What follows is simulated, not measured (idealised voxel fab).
Name of the process module below: voxel quadruple lines
Shown is cross-section cut, with a width of 280 nm and square cells of size 5 nm.
If you're reading a cross-section in this doc, picture square cells in a grid; it comes to you as bands, top ones listed first down to the bottom, and a band can be one or more rows of cells. Band: top and bottom heights (nm) first, top before bottom; then materials from left to right, widths in nm. "edge to edge" marks a sole material filling the band edge to edge. "empty" denotes empty space. Heads up on the height convention: 0 is the point under which the incoming wafer is all one material, and the lowest band has no bottom, it just keeps going down, like "from 0 down". Think of "30 to 40" as a width that walks from the first number to the second as you go down the band, top row to bottom row, taking equal-sized steps from row to row. Where a step carries "nothing was modified", the cross-section came out of it unchanged, cell for cell. "Internal closed voids" - sealed voids, min. 8 cells, no opening to top; format: width x height at distance (distance from left edge; nm throughout). Formally, on a step line, whatever follows the settings is a remark that the simulator itself makes on the step. overlay nm: for a step with a mask, the amount by which the mask lay right of where it was planned; a negative amount means left of it.

Steps in the process plan
1: RECEIVE [material Si]
2: CONFORMAL_DEP [material SiO2] [thk nm 5]
3: DIRECTIONAL_DEP [material W] [thk nm 15]
4: DIRECTIONAL_DEP [material polySi] [thk nm 20]
5: DIRECTIONAL_DEP [material aC] [thk nm 20]
6: PATTERN [tone cover] [mask id MANDREL] [material resist] [width nm 25] [thk nm 30] [overlay nm 0]
7: DIRECTIONAL_ETCH [etch materials aC] [depth nm 20]
8: STRIP [etch materials resist]
9: CONFORMAL_DEP [material SiO2] [thk nm 15]
10: DIRECTIONAL_ETCH [etch materials SiO2] [depth nm 15]
11: STRIP [etch materials aC]
12: DIRECTIONAL_ETCH [etch materials polySi] [depth nm 10]
13: STRIP [etch materials SiO2]
14: CONFORMAL_DEP [material SiCN] [thk nm 5]
15: DIRECTIONAL_ETCH [etch materials SiCN] [depth nm 5]
16: STRIP [etch materials polySi]
17: DIRECTIONAL_ETCH [etch materials W] [depth nm 15]
18: STRIP [etch materials SiCN]
For clarity, it should be stated that the wafers under discussion commence in an identical condition and differ with respect to the depth nm of step 12, the plan indicating the value that the first wafer had.

As received, i.e. after step 1: cross-section through the first of several wafers
  from 0 down: Si edge to edge
  Internal closed voids: none

Wafer cross-section (first of several) - module end, post step 18 (last step)
  from 5 to 0: SiO2 edge to edge
  from 0 down: Si edge to edge
  Internal closed voids: none

Final wafer of several, shown in cross-section at the end of the module
  from 20 to 5: empty (105), then W (5), then empty (15), then W (5), then empty (15), then W (5), then empty (15), then W (5), then empty (110)
  from 5 to 0: SiO2 edge to edge
  from 0 down: Si edge to edge
  Internal closed voids: none

What follows is a table in which each wafer occupies a row; for the wafer as it stands at the close of the module, the row states, material by material, how many cells have been gained (+) or lost (-) since receipt, and then gives its closed voids
depth nm 10, +56 SiO2, Internal closed voids: none
depth nm 15, +56 SiO2, Internal closed voids: none
depth nm 20, +56 SiO2, +12 W, Internal closed voids: none
depth nm 25, +56 SiO2, +12 W, Internal closed voids: none
depth nm 30, +56 SiO2, +12 W, Internal closed voids: none
depth nm 35, +56 SiO2, +12 W, Internal closed voids: none
